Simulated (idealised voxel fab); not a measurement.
voxel double patterning: a process module
FYI the section here is cut, 180 nm wide, cells are 5 nm squares.
Notation: cross-section as square-cell grid; stated in bands, top first, going down; one or more cell rows per band.
For a band, the entry starts with two heights in nm, that of the top and then that of the bottom, and carries on with the band's materials in order from left to right, each alongside its width in nm; the word "edge to edge" beside a single material means it fills the band edge to edge, and "blank" means empty space.
Heights from 0 (as-received wafer is one material below). Bottom band endless downward, as "from 0 down".
Width spec "30 to 40" -> top row of cells at first value, bottom row at second value, equal per-row change in between.
Given "nothing was modified" for a step, no cell of the cross-section differs between before and after that step.
Heads up: "Sealed voids" only lists the empty pockets with no open path to the top that are 8 cells or more, and it writes them as width x height at distance, distance from the left edge, in nm.
It should be noted that, on the line of a given step, the content following the step's settings is a remark produced by the simulator itself with respect to that step.
"overlay nm" denotes, for a step that has a mask, the displacement of the mask to the right of its planned place, with negative values corresponding to the left.

Process steps - plan:
step 1: RECEIVE | material Si
step 2: CONFORMAL_DEP | material SiO2 | thk nm 10
step 3: DIRECTIONAL_DEP | material W | thk nm 20
step 4: DIRECTIONAL_DEP | material SiN | thk nm 5
step 5: PATTERN | tone open | mask id FIRST | material resist | width nm 15 | pitch nm 50 | thk nm 15 | overlay nm 0
step 6: DIRECTIONAL_ETCH | etch materials SiN | depth nm 5
step 7: STRIP | etch materials resist
step 8: DIRECTIONAL_DEP | material aC | thk nm 15
step 9: PATTERN | tone open | mask id SECOND | material resist | width nm 15 | pitch nm 50 | thk nm 30 | overlay nm 0
step 10: DIRECTIONAL_ETCH | etch materials aC | depth nm 15
step 11: STRIP | etch materials resist
step 12: DIRECTIONAL_ETCH | etch materials SiN | depth nm 5
step 13: STRIP | etch materials aC
step 14: DIRECTIONAL_ETCH | etch materials W | depth nm 20
step 15: STRIP | etch materials SiN
Wafer-to-wafer difference: width nm, step 5. Common start. Plan = first wafer's value.

First wafer of several, as received: cross-section after step 1:
> from 0 down  Si edge to edge
> Sealed voids: none

First of several wafers: cross-section at the end of the module, after step 15, its last step:
> from 30 to 10  30 W; 15 blank; 10 W; 15 blank; 10 W; 15 blank; 10 W; 15 blank; 10 W; 15 blank; 35 W
> from 10 to 0  SiO2 edge to edge
> from 0 down  Si edge to edge
> Sealed voids: none

Showing the last wafer in cross-section at the end of the module:
> from 30 to 10  25 W; 45 blank; 5 W; 45 blank; 5 W; 30 blank; 25 W
> from 10 to 0  SiO2 edge to edge
> from 0 down  Si edge to edge
> Sealed voids: none

Below: a row per wafer. Contents at end of module: for every material, cells gained since receipt (+) or lost since receipt (-); then closed voids:
width nm 15 | +72 SiO2 | +84 W | Sealed voids: none
width nm 20 | +72 SiO2 | +72 W | Sealed voids: none
width nm 25 | +72 SiO2 | +60 W | Sealed voids: none
width nm 30 | +72 SiO2 | +48 W | Sealed voids: none
